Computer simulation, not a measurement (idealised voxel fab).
The following process module bears the name voxel self aligned contacts.
Square cells of 5 nm make up the cross-section cut, whose width is 245 nm.
Think of the cross-section as a grid of square cells. We describe it in bands, top to bottom, and each band covers one or more rows of those cells. The band entry comprises the height of the band's top followed by the height of its bottom, expressed in nm, and subsequently the band's materials from left to right, each stated together with its width in nm. Where a single material is marked with the word "all across", that material fills the band from edge to edge. The word "air" represents empty space. It should be noted that heights are counted from 0, beneath which the wafer as supplied is of one material throughout, and that the lowest band possesses no lower boundary but continues downward, as written in "0..down". Width "30 to 40": first value at the band's top row of cells, second value at its bottom row, equal change from row to row. Step note "left unchanged" = no cross-section cell changed. Voids not open to the top, 8 cells minimum: see "Internal closed voids". Written width x height at distance; distance is from the left edge; nm. Past the settings on a step's line: simulator remark, on that step. overlay nm: mask offset rightward from planned place, masked step; negative means leftward offset.

## Process steps foreseen in the plan
step 1: op RECEIVE | material Si
step 2: op OXIDIZE | depth nm 5
step 3: op DIRECTIONAL_DEP | material polySi | thk nm 30
step 4: op DIRECTIONAL_DEP | material SiN | thk nm 25
step 5: op DIRECTIONAL_DEP | material aC | thk nm 10
step 6: op PATTERN | tone cover | mask id GATE | material resist | width nm 25 | pitch nm 65 | thk nm 25 | overlay nm 0
step 7: op DIRECTIONAL_ETCH | etch materials aC | depth nm 10
step 8: op STRIP | etch materials resist
step 9: op DIRECTIONAL_ETCH | etch materials SiN | depth nm 25
step 10: op DIRECTIONAL_ETCH | etch materials polySi | depth nm 30
step 11: op STRIP | etch materials aC
step 12: op CONFORMAL_DEP | material SiN | thk nm 10
step 13: op DIRECTIONAL_ETCH | etch materials SiN | depth nm 10
step 14: op FILL_DEP | material SiO2 | thk nm 20
step 15: op CMP | height nm 65
step 16: op PATTERN | tone open | mask id CONTACT | material resist | width nm 50 | thk nm 15 | overlay nm 0
step 17: op DIRECTIONAL_ETCH | etch materials SiO2 | depth nm 70
step 18: op STRIP | etch materials resist
step 19: op CONFORMAL_DEP | material TiN | thk nm 5
step 20: op FILL_DEP | material W | thk nm 5
step 21: op CMP | height nm 65
step 22: op CONFORMAL_DEP | material SiN | thk nm 5

## Cross-section, incoming material, after step 1
	0..down: Si all across
	Internal closed voids: none

## The cross-section shown corresponds to the wafer at the conclusion of the module. The initial structure and the process plan are those presented above; however, one mistake occurred in executing the plan
	70..65: SiN all across
	65..60: W all across
	60..55: TiN: 115 / W: 10 / TiN: 120
	55..30: SiO2: 65 / SiN: 45 / TiN: 5 / W: 10 / TiN: 5 / SiN: 45 / SiO2: 70
	30..0: SiO2: 65 / SiN: 10 / polySi: 25 / SiN: 10 / TiN: 5 / W: 10 / TiN: 5 / SiN: 10 / polySi: 25 / SiN: 10 / SiO2: 70
	0..-5: SiO2: 110 / TiN: 20 / SiO2: 115
	-5..down: Si all across
	Internal closed voids: none
Plan not followed: for step 15, the planned setting was not used; the step was instead run as op CMP | height nm 55
